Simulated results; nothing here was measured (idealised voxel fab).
Module name: voxel ribs on slabs (process module)
Section shown: cut. Width: 230 nm. Cell size: 5 nm, square.
A cross-section is a grid of square cells, given in bands from the top down. A band is one or more rows of cells.
Band entry format. Leading values: height of top, height of bottom, nm. Remainder: materials in left-to-right order, each with its width in nm. Special words: "everywhere" on a single material, which then fills the band edge to edge; "blank", empty space.
Height 0 is the level under which the wafer as received is all one material. The lowest band goes on downwards, as in "top 0, no bottom".
A width such as "30 to 40" changes by the same amount from each row of cells to the next, from the band's top row to its bottom row.
"no change occurred" after a step means that no cell of the cross-section changed.
This entry, "Encapsulated voids", enumerates those empty regions of no fewer than 8 cells that possess no open connection to the top. Each region is reported in the form width x height at distance, the distance being taken from the left edge, with all three quantities expressed in nm.
Step line, after settings: the simulator's comment on this step.
The setting "overlay nm" may be written on the line of a step. When the step uses a mask, the value reports how far to the right of the planned place the mask lay, and a negative value reports that it lay to the left.

[plan]
1 RECEIVE | material Si
2 DIRECTIONAL_DEP | material SiO2 | thk nm 25
3 DIRECTIONAL_DEP | material polySi | thk nm 15
4 PATTERN | tone cover | mask id RIB | material resist | width nm 25 | thk nm 15 | overlay nm 0
5 DIRECTIONAL_ETCH | etch materials polySi | depth nm 10
6 STRIP | etch materials resist
7 DIRECTIONAL_DEP | material aC | thk nm 15
8 PATTERN | tone cover | mask id SLAB | material resist | width nm 85 | thk nm 30 | overlay nm 0
9 DIRECTIONAL_ETCH | etch materials aC | depth nm 15
10 STRIP | etch materials resist
11 DIRECTIONAL_ETCH | etch materials polySi | depth nm 5
12 STRIP | etch materials aC
13 FILL_DEP | material SiO2 | thk nm 20
14 CMP | height nm 50
15 DIRECTIONAL_DEP | material TiN | thk nm 10
16 PATTERN | tone cover | mask id HEATER | material resist | width nm 35 | thk nm 15 | overlay nm -15
17 DIRECTIONAL_ETCH | etch materials TiN | depth nm 10
18 STRIP | etch materials resist
19 CONFORMAL_DEP | material SiN | thk nm 10
Every wafer here starts from the same state; it is the step 16 overlay nm that distinguishes them, and the value the plan gives belongs to the first wafer.

[Cross-section of the first incoming wafer of several, state after step 1]
	top 0, no bottom: Si everywhere
	Encapsulated voids: none

[End of module, by wafer: material-by-material cell gain (+) or loss (-) since receipt, then closed voids]
overlay nm -15, +100 SiN, +433 SiO2, +14 TiN, +27 polySi, Encapsulated voids: none
overlay nm -10, +100 SiN, +433 SiO2, +14 TiN, +27 polySi, Encapsulated voids: none
overlay nm -5, +100 SiN, +433 SiO2, +14 TiN, +27 polySi, Encapsulated voids: none
overlay nm 0, +100 SiN, +433 SiO2, +14 TiN, +27 polySi, Encapsulated voids: none
overlay nm 5, +100 SiN, +433 SiO2, +14 TiN, +27 polySi, Encapsulated voids: none
overlay nm 10, +100 SiN, +433 SiO2, +14 TiN, +27 polySi, Encapsulated voids: none
overlay nm 15, +100 SiN, +433 SiO2, +14 TiN, +27 polySi, Encapsulated voids: none
